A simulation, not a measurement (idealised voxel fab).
Process module, titled voxel quadruple lines
The figure presents cross-section cut, which has a width of 190 nm and is divided into square cells with an edge length of 5 nm.
Heads up, the way a cross-section reads in here is a grid of square cells, handed over as bands from the top down, with every band being one or more rows of cells.
In this notation a band is specified by the heights of its top and bottom, in that order and in nm, after which its materials appear from left to right, each paired with its width in nm. The word "throughout" attached to a single material means that material fills the band from edge to edge; the word "empty" stands for empty space.
Beneath 0, the wafer as received is one material, and that level is where height counting begins. The lowest band goes on downward without a bottom; it is written like "from 0 down".
Width spec "30..40" -> top row of cells at first value, bottom row at second value, equal per-row change in between.
Any step labelled "all unchanged" changed none of the cells in the cross-section.
Closed empty spaces (no open way to the top) of 8 cells or more are what "Voids, sealed" lists, each as width x height at distance from the left edge, nm for all three.
Step line, after settings: the simulator's comment on this step.
On any step carrying a mask, the "overlay nm" setting, if present on the step's line, tells how far right of its planned place the mask lay; negative values point to the left.

Here's what the planned process steps look like:
1: RECEIVE, material Si
2: CONFORMAL_DEP, material SiO2, thk nm 10
3: DIRECTIONAL_DEP, material TiN, thk nm 10
4: DIRECTIONAL_DEP, material polySi, thk nm 20
5: DIRECTIONAL_DEP, material aC, thk nm 25
6: PATTERN, tone cover, mask id MANDREL, material resist, width nm 20, thk nm 35, overlay nm 0
7: DIRECTIONAL_ETCH, etch materials aC, depth nm 25
8: STRIP, etch materials resist
9: CONFORMAL_DEP, material SiO2, thk nm 10
10: DIRECTIONAL_ETCH, etch materials SiO2, depth nm 10
11: STRIP, etch materials aC
12: DIRECTIONAL_ETCH, etch materials polySi, depth nm 20
13: STRIP, etch materials SiO2
14: CONFORMAL_DEP, material SiN, thk nm 5
15: DIRECTIONAL_ETCH, etch materials SiN, depth nm 5
16: STRIP, etch materials polySi
17: DIRECTIONAL_ETCH, etch materials TiN, depth nm 10
18: STRIP, etch materials SiN
19: FILL_DEP, material SiO2, thk nm 10
20: CMP, height nm 20

Of two wafers, the first: run according to plan:

As received (post step 1): cross-section:
- from 0 down | Si throughout
- Voids, sealed: none

So this is the wafer cross-section right after step 2:
- from 10 to 0 | SiO2 throughout
- Under the height 0 nothing was changed.

So this is the wafer cross-section right after step 3:
- from 20 to 10 | TiN throughout
- Under the height 10 nothing was changed.

So this is the wafer cross-section right after step 4:
- from 40 to 20 | polySi throughout
- Under the height 20 nothing was changed.

So this is the wafer cross-section right after step 5:
- from 65 to 40 | aC throughout
- Under the height 40 nothing was changed.

So this is the wafer cross-section right after step 6:
- from 100 to 65 | 85 empty; 20 resist; 85 empty
- Under the height 65 nothing was changed.

So this is the wafer cross-section right after step 7:
- from 75 to 65 | 85 empty; 20 resist; 85 empty
- from 65 to 40 | 85 empty; 20 aC; 85 empty
- Under the height 40 nothing was changed.

So this is the wafer cross-section right after step 8:
- from 65 to 40 | 85 empty; 20 aC; 85 empty
- Under the height 40 nothing was changed.

So this is the wafer cross-section right after step 9:
- from 75 to 65 | 75 empty; 40 SiO2; 75 empty
- from 65 to 50 | 75 empty; 10 SiO2; 20 aC; 10 SiO2; 75 empty
- from 50 to 40 | 85 SiO2; 20 aC; 85 SiO2
- Under the height 40 nothing was changed.

So this is the wafer cross-section right after step 10:
- from 65 to 40 | 75 empty; 10 SiO2; 20 aC; 10 SiO2; 75 empty
- Under the height 40 nothing was changed.

So this is the wafer cross-section right after step 11:
- from 65 to 40 | 75 empty; 10 SiO2; 20 empty; 10 SiO2; 75 empty
- Under the height 40 nothing was changed.

So this is the wafer cross-section right after step 12:
- from 65 to 40 | 75 empty; 10 SiO2; 20 empty; 10 SiO2; 75 empty
- from 40 to 20 | 75 empty; 10 polySi; 20 empty; 10 polySi; 75 empty
- Under the height 20 nothing was changed.

So this is the wafer cross-section right after step 13:
- from 40 to 20 | 75 empty; 10 polySi; 20 empty; 10 polySi; 75 empty
- Under the height 20 nothing was changed.

So this is the wafer cross-section right after step 14:
- from 45 to 40 | 70 empty; 20 SiN; 10 empty; 20 SiN; 70 empty
- from 40 to 25 | 70 empty; 5 SiN; 10 polySi; 5 SiN; 10 empty; 5 SiN; 10 polySi; 5 SiN; 70 empty
- from 25 to 20 | 75 SiN; 10 polySi; 20 SiN; 10 polySi; 75 SiN
- Under the height 20 nothing was changed.

So this is the wafer cross-section right after step 15:
- from 40 to 20 | 70 empty; 5 SiN; 10 polySi; 5 SiN; 10 empty; 5 SiN; 10 polySi; 5 SiN; 70 empty
- Under the height 20 nothing was changed.

So this is the wafer cross-section right after step 16:
- from 40 to 20 | 70 empty; 5 SiN; 10 empty; 5 SiN; 10 empty; 5 SiN; 10 empty; 5 SiN; 70 empty
- Under the height 20 nothing was changed.

So this is the wafer cross-section right after step 17:
- from 40 to 20 | 70 empty; 5 SiN; 10 empty; 5 SiN; 10 empty; 5 SiN; 10 empty; 5 SiN; 70 empty
- from 20 to 10 | 70 empty; 5 TiN; 10 empty; 5 TiN; 10 empty; 5 TiN; 10 empty; 5 TiN; 70 empty
- Under the height 10 nothing was changed.

So this is the wafer cross-section right after step 18:
- from 20 to 10 | 70 empty; 5 TiN; 10 empty; 5 TiN; 10 empty; 5 TiN; 10 empty; 5 TiN; 70 empty
- Under the height 10 nothing was changed.

So this is the wafer cross-section right after step 19:
- from 30 to 20 | SiO2 throughout
- from 20 to 10 | 70 SiO2; 5 TiN; 10 SiO2; 5 TiN; 10 SiO2; 5 TiN; 10 SiO2; 5 TiN; 70 SiO2
- Under the height 10 nothing was changed.

So this is the wafer cross-section right after step 20:
- from 20 to 10 | 70 SiO2; 5 TiN; 10 SiO2; 5 TiN; 10 SiO2; 5 TiN; 10 SiO2; 5 TiN; 70 SiO2
- Under the height 10 nothing was changed.

Second wafer, same starting state and plan as the first, one mistake in the run, identical through step 5:

Cross-section: second wafer, time at which step 6 was scheduled to end:
- from 100 to 65 | 80 empty; 30 resist; 80 empty
- Under the height 65 nothing was changed.

Cross-section: second wafer, time at which step 7 was scheduled to end:
- from 75 to 65 | 80 empty; 30 resist; 80 empty
- from 65 to 40 | 80 empty; 30 aC; 80 empty
- Under the height 40 nothing was changed.

Cross-section: second wafer, time at which step 8 was scheduled to end:
- from 65 to 40 | 80 empty; 30 aC; 80 empty
- Under the height 40 nothing was changed.

Cross-section: second wafer, time at which step 9 was scheduled to end:
- from 75 to 65 | 70 empty; 50 SiO2; 70 empty
- from 65 to 50 | 70 empty; 10 SiO2; 30 aC; 10 SiO2; 70 empty
- from 50 to 40 | 80 SiO2; 30 aC; 80 SiO2
- Under the height 40 nothing was changed.

Cross-section: second wafer, time at which step 10 was scheduled to end:
- from 65 to 40 | 70 empty; 10 SiO2; 30 aC; 10 SiO2; 70 empty
- Under the height 40 nothing was changed.

Cross-section: second wafer, time at which step 11 was scheduled to end:
- from 65 to 40 | 70 empty; 10 SiO2; 30 empty; 10 SiO2; 70 empty
- Under the height 40 nothing was changed.

Cross-section: second wafer, time at which step 12 was scheduled to end:
- from 65 to 40 | 70 empty; 10 SiO2; 30 empty; 10 SiO2; 70 empty
- from 40 to 20 | 70 empty; 10 polySi; 30 empty; 10 polySi; 70 empty
- Under the height 20 nothing was changed.

Cross-section: second wafer, time at which step 13 was scheduled to end:
- from 40 to 20 | 70 empty; 10 polySi; 30 empty; 10 polySi; 70 empty
- Under the height 20 nothing was changed.

Cross-section: second wafer, time at which step 14 was scheduled to end:
- from 45 to 40 | 65 empty; 20 SiN; 20 empty; 20 SiN; 65 empty
- from 40 to 25 | 65 empty; 5 SiN; 10 polySi; 5 SiN; 20 empty; 5 SiN; 10 polySi; 5 SiN; 65 empty
- from 25 to 20 | 70 SiN; 10 polySi; 30 SiN; 10 polySi; 70 SiN
- Under the height 20 nothing was changed.

Cross-section: second wafer, time at which step 15 was scheduled to end:
- from 40 to 20 | 65 empty; 5 SiN; 10 polySi; 5 SiN; 20 empty; 5 SiN; 10 polySi; 5 SiN; 65 empty
- Under the height 20 nothing was changed.

Cross-section: second wafer, time at which step 16 was scheduled to end:
- from 40 to 20 | 65 empty; 5 SiN; 10 empty; 5 SiN; 20 empty; 5 SiN; 10 empty; 5 SiN; 65 empty
- Under the height 20 nothing was changed.

Cross-section: second wafer, time at which step 17 was scheduled to end:
- from 40 to 20 | 65 empty; 5 SiN; 10 empty; 5 SiN; 20 empty; 5 SiN; 10 empty; 5 SiN; 65 empty
- from 20 to 10 | 65 empty; 5 TiN; 10 empty; 5 TiN; 20 empty; 5 TiN; 10 empty; 5 TiN; 65 empty
- Under the height 10 nothing was changed.

Cross-section: second wafer, time at which step 18 was scheduled to end:
- from 20 to 10 | 65 empty; 5 TiN; 10 empty; 5 TiN; 20 empty; 5 TiN; 10 empty; 5 TiN; 65 empty
- Under the height 10 nothing was changed.

Cross-section: second wafer, time at which step 19 was scheduled to end:
- from 30 to 20 | SiO2 throughout
- from 20 to 10 | 65 SiO2; 5 TiN; 10 SiO2; 5 TiN; 20 SiO2; 5 TiN; 10 SiO2; 5 TiN; 65 SiO2
- Under the height 10 nothing was changed.

Cross-section: second wafer, time at which step 20 was scheduled to end:
- from 20 to 10 | 65 SiO2; 5 TiN; 10 SiO2; 5 TiN; 20 SiO2; 5 TiN; 10 SiO2; 5 TiN; 65 SiO2
- Under the height 10 nothing was changed.
Run error: step 6 ran as: PATTERN, tone cover, mask id MANDREL, material resist, width nm 30, thk nm 35, overlay nm 0
At the end, the second wafer has the same number of cells of each material as the first, but those cells sit in other places.
